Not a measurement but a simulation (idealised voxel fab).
Process module name: voxel spacer lines
Cross-sectional view cut (width: 285 nm; square cell size: 5 nm).
Heads up, the way a cross-section reads in here is a grid of square cells, handed over as bands from the top down, with every band being one or more rows of cells. The band entry comprises the height of the band's top followed by the height of its bottom, expressed in nm, and subsequently the band's materials from left to right, each stated together with its width in nm. Where a single material is marked with the word "throughout", that material fills the band from edge to edge. The word "air" represents empty space. All heights in this document are referenced to 0, defined as the level beneath which the wafer, as received, consists entirely of one material. The lowest band is not bounded below; it extends indefinitely downward and is written in the form "0 and below". Width "30 to 40": first value at the band's top row of cells, second value at its bottom row, equal change from row to row. Where the words "no modifications" appear for a step, the cross-section shows no cell changed by that step; every cell remained as before. "Sealed cavities" contains a list of empty spaces, each no smaller than 8 cells and without an open way to the top, written in the form width x height at distance with the distance from the left edge and all three in nm. If you see something after the settings on a step's line, that's the simulator's own remark about that step. Each step line may optionally specify "overlay nm", which for a step with a mask gives the rightward distance between the mask's planned place and where it lay, a negative value indicating the leftward direction.

**The steps planned for the process are as follows**
- 1: RECEIVE with material Si
- 2: CONFORMAL_DEP with material Al2O3, thk nm 10
- 3: DIRECTIONAL_DEP with material W, thk nm 10
- 4: DIRECTIONAL_DEP with material aC, thk nm 30
- 5: PATTERN with tone cover, mask id MANDREL, material resist, width nm 25, pitch nm 80, thk nm 35, overlay nm 0
- 6: DIRECTIONAL_ETCH with etch materials aC, depth nm 30
- 7: STRIP with etch materials resist
- 8: CONFORMAL_DEP with material SiO2, thk nm 15
- 9: DIRECTIONAL_ETCH with etch materials SiO2, depth nm 15
- 10: STRIP with etch materials aC
- 11: DIRECTIONAL_ETCH with etch materials W, depth nm 10
- 12: STRIP with etch materials SiO2

**Wafer at receipt (post step 1), cross-section**
  0 and below  Si throughout
  Sealed cavities: none

**First wafer of two, sectioned at end of module; run went per plan**
  20 down to 10  air (75), W (15), air (25), W (15), air (25), W (15), air (25), W (15), air (75)
  10 down to 0  Al2O3 throughout
  0 and below  Si throughout
  Sealed cavities: none

**Wafer two (of two), end-of-module cross-section: start = wafer one, plan = wafer one, one run mistake**
  20 down to 10  air (75), W (15), air (25), W (15), air (25), W (15), air (25), W (15), air (75)
  10 down to 0  W throughout
  0 and below  Si throughout
  Sealed cavities: none
Heads up, the wafer didn't run the way we planned it: not per plan at step 2, really ran CONFORMAL_DEP with material W, thk nm 10
Upon completion, the second wafer contains, in terms of cells, a greater or smaller amount of certain materials than the first wafer: Al2O3 -114 | W +114
